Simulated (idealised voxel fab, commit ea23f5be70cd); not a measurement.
The name of this process module is voxel capacitor over wiring.
Each square cell in cross-section cut measures 5 nm, and the section as a whole is 155 nm wide.
A cross-section is a grid of square cells, given in bands from the top down. A band is one or more rows of cells.
Per band: top height and bottom height in nm, followed by the left-to-right materials and their widths in nm; "everywhere" marks a single material spanning edge to edge, "air" marks empty space.
The level at which height equals 0 is the one under which the wafer, as it arrives, is entirely one material. No lower edge exists for the bottom band, which continues downward and is notated as in "0..down".
Think of "30..40" as a width that walks from the first number to the second as you go down the band, top row to bottom row, taking equal-sized steps from row to row.
Key: "remained the same" - step with no changed cell in the cross-section.
Each empty space that has no open way to the top and spans at least 8 cells appears under "Fully sealed cavities" as width x height at distance, the distance counted from the left edge, all in nm.
Post-settings text on a step line: simulator's own remark regarding the step.
overlay nm: how far to the right of its planned place the mask lay on this masked step (negative: to the left).
[Intended process steps]
| 1 | RECEIVE with material Si |
| 2 | CONFORMAL_DEP with material SiO2, thk nm 15 |
| 3 | CONFORMAL_DEP with material SiN, thk nm 5 |
| 4 | DIRECTIONAL_DEP with material SiO2, thk nm 25 |
| 5 | PATTERN with tone open, mask id METAL_1, material resist, width nm 25, pitch nm 80, thk nm 15, overlay nm 0 |
| 6 | DIRECTIONAL_ETCH with etch materials SiO2, depth nm 25 |
| 7 | DIRECTIONAL_ETCH with etch materials SiN, depth nm 5 |
| 8 | STRIP with etch materials resist |
| 9 | CONFORMAL_DEP with material TiN, thk nm 5 |
| 10 | FILL_DEP with material Cu, thk nm 10 |
| 11 | CMP with height nm 45 |
| 12 | CONFORMAL_DEP with material SiCN, thk nm 5 |
| 13 | DIRECTIONAL_DEP with material lowk, thk nm 20 |
| 14 | DIRECTIONAL_DEP with material aC, thk nm 10 |
| 15 | PATTERN with tone open, mask id PLUG_1, material resist, width nm 15, thk nm 30, overlay nm 0 |
| 16 | DIRECTIONAL_ETCH with etch materials aC, depth nm 10 |
| 17 | STRIP with etch materials resist |
| 18 | DIRECTIONAL_ETCH with etch materials lowk, depth nm 20 |
| 19 | DIRECTIONAL_ETCH with etch materials SiCN, depth nm 5 |
| 20 | STRIP with etch materials aC |
| 21 | EPI with material Ru, thk nm 10 |
| 22 | EPI with material Ru, thk nm 10 |
| 23 | EPI with material Ru, thk nm 5 |
| 24 | DIRECTIONAL_DEP with material TiN, thk nm 5 |
| 25 | DIRECTIONAL_DEP with material SiN, thk nm 5 |
| 26 | DIRECTIONAL_DEP with material TiN, thk nm 10 |
| 27 | MASKED_ETCH with tone cover, mask id UPPER_PLATE, width nm 60, etch materials TiN, depth nm 10, overlay nm 0 |
| 28 | MASKED_ETCH with tone cover, mask id UPPER_PLATE, width nm 60, etch materials SiN, depth nm 5, overlay nm -15 |
| 29 | MASKED_ETCH with tone cover, mask id LOWER_PLATE, width nm 70, etch materials TiN, depth nm 5, overlay nm 0 |
| 30 | FILL_DEP with material SiO2, thk nm 20 |
| 31 | CMP with height nm 105 |
| 32 | MASKED_ETCH with tone open, mask id PLUG_2, width nm 15, etch materials SiO2, depth nm 15, overlay nm 0 |
| 33 | CONFORMAL_DEP with material TiN, thk nm 5 |
| 34 | FILL_DEP with material W, thk nm 5 |
| 35 | CMP with height nm 105 |
| 36 | CONFORMAL_DEP with material SiN, thk nm 5 |
Don't read the plan's overlay nm for step 28 as applying to every wafer: that's the first wafer's value, and the wafers differ in it, though they all start identical.
[Cross-section of the first incoming wafer of several, state after step 1]
* 0..down | Si everywhere
* Fully sealed cavities: none
[The table below has one row for each wafer; a row shows, as of the end of the module, how many cells of each material the wafer has gained, marked (+), or lost, marked (-), since it was received, and then the wafer's closed voids]
overlay nm -15; +30 Cu; +15 Ru; +28 SiCN; +67 SiN; +351 SiO2; +77 TiN; +2 W; +112 lowk; Fully sealed cavities: none
overlay nm -10; +30 Cu; +15 Ru; +28 SiCN; +66 SiN; +353 SiO2; +76 TiN; +2 W; +112 lowk; Fully sealed cavities: none
overlay nm -5; +30 Cu; +15 Ru; +28 SiCN; +65 SiN; +355 SiO2; +75 TiN; +2 W; +112 lowk; Fully sealed cavities: none
overlay nm 0; +30 Cu; +15 Ru; +28 SiCN; +64 SiN; +356 SiO2; +75 TiN; +2 W; +112 lowk; Fully sealed cavities: none
overlay nm 5; +30 Cu; +15 Ru; +28 SiCN; +65 SiN; +355 SiO2; +75 TiN; +2 W; +112 lowk; Fully sealed cavities: none
overlay nm 10; +30 Cu; +15 Ru; +28 SiCN; +66 SiN; +353 SiO2; +76 TiN; +2 W; +112 lowk; Fully sealed cavities: none
overlay nm 15; +30 Cu; +15 Ru; +28 SiCN; +67 SiN; +351 SiO2; +77 TiN; +2 W; +112 lowk; Fully sealed cavities: none
